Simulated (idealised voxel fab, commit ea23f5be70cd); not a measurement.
Name of the process module below: voxel self aligned contacts
Xsec cut, 275 nm wide, square cell size 5 nm.
Format of a cross-section: grid, square cells. Given as bands. Order: top down. Band: one or more rows of cells. Each band's line starts with the height of the band's top and of its bottom, in nm. Then come its materials from left to right, each with its width in nm. One material with "all across" fills the band from edge to edge. "blank" is empty space. Note: height 0 marks the level under which the wafer is uniformly one material as received. Lowest band unbounded below, written "0 nm and below". Per-row width for "30..40": begins at first number (top row of band), ends at second number (bottom row), increment between rows held constant. The designation "nothing changed", where it is given for a processing step, indicates that no cell of the cross-section was altered in the course of that step. "Non-vented voids" specifies each empty space that is not open to the top and that occupies no fewer than 8 cells, using the form width x height at distance, the distance measured from the left edge and all three quantities in nm. Note: text after step settings on the step line = simulator remark on that step. "overlay nm" answers the question of how far to the right of plan the mask lay on a step that has a mask, and when it is negative the answer is to the left.

The steps planned for the process are as follows
1,RECEIVE, material Si
2,OXIDIZE, depth nm 5
3,DIRECTIONAL_DEP, material polySi, thk nm 25
4,DIRECTIONAL_DEP, material SiN, thk nm 15
5,DIRECTIONAL_DEP, material aC, thk nm 10
6,PATTERN, tone cover, mask id GATE, material resist, width nm 35, pitch nm 65, thk nm 25, overlay nm 0
7,DIRECTIONAL_ETCH, etch materials aC, depth nm 10
8,STRIP, etch materials resist
9,DIRECTIONAL_ETCH, etch materials SiN, depth nm 15
10,DIRECTIONAL_ETCH, etch materials polySi, depth nm 25
11,STRIP, etch materials aC
12,CONFORMAL_DEP, material SiN, thk nm 5
13,DIRECTIONAL_ETCH, etch materials SiN, depth nm 5
14,FILL_DEP, material SiO2, thk nm 20
15,CMP, height nm 50
16,DIRECTIONAL_DEP, material aC, thk nm 15
17,PATTERN, tone open, mask id CONTACT, material resist, width nm 50, thk nm 35, overlay nm 0
18,DIRECTIONAL_ETCH, etch materials aC, depth nm 15
19,STRIP, etch materials resist
20,DIRECTIONAL_ETCH, etch materials SiO2, depth nm 55
21,STRIP, etch materials aC
22,CONFORMAL_DEP, material TiN, thk nm 5
23,FILL_DEP, material Ru, thk nm 5
24,CMP, height nm 50
25,CONFORMAL_DEP, material SiN, thk nm 5

Incoming wafer in cross-section (state: after step 1)
  0 nm and below: Si all across
  Non-vented voids: none

Cross-section at module end, one run error; start and plan unchanged from above
  55 nm to 50 nm: SiN all across
  50 nm to 45 nm: 110 nm SiO2  5 nm TiN  40 nm Ru  5 nm TiN  115 nm SiO2
  45 nm to 40 nm: 110 nm SiO2  50 nm TiN  115 nm SiO2
  40 nm to 25 nm: 90 nm SiN  20 nm SiO2  5 nm TiN  40 nm SiN  5 nm TiN  20 nm SiO2  95 nm SiN
  25 nm to 0 nm: 85 nm polySi  5 nm SiN  20 nm SiO2  5 nm TiN  5 nm SiN  30 nm polySi  5 nm SiN  5 nm TiN  20 nm SiO2  5 nm SiN  90 nm polySi
  0 nm to -5 nm: 110 nm SiO2  5 nm TiN  40 nm SiO2  5 nm TiN  115 nm SiO2
  -5 nm and below: Si all across
  Non-vented voids: none
Run error: step 6 was not run as planned; what actually ran was PATTERN, tone open, mask id GATE, material resist, width nm 35, pitch nm 65, thk nm 25, overlay nm 0
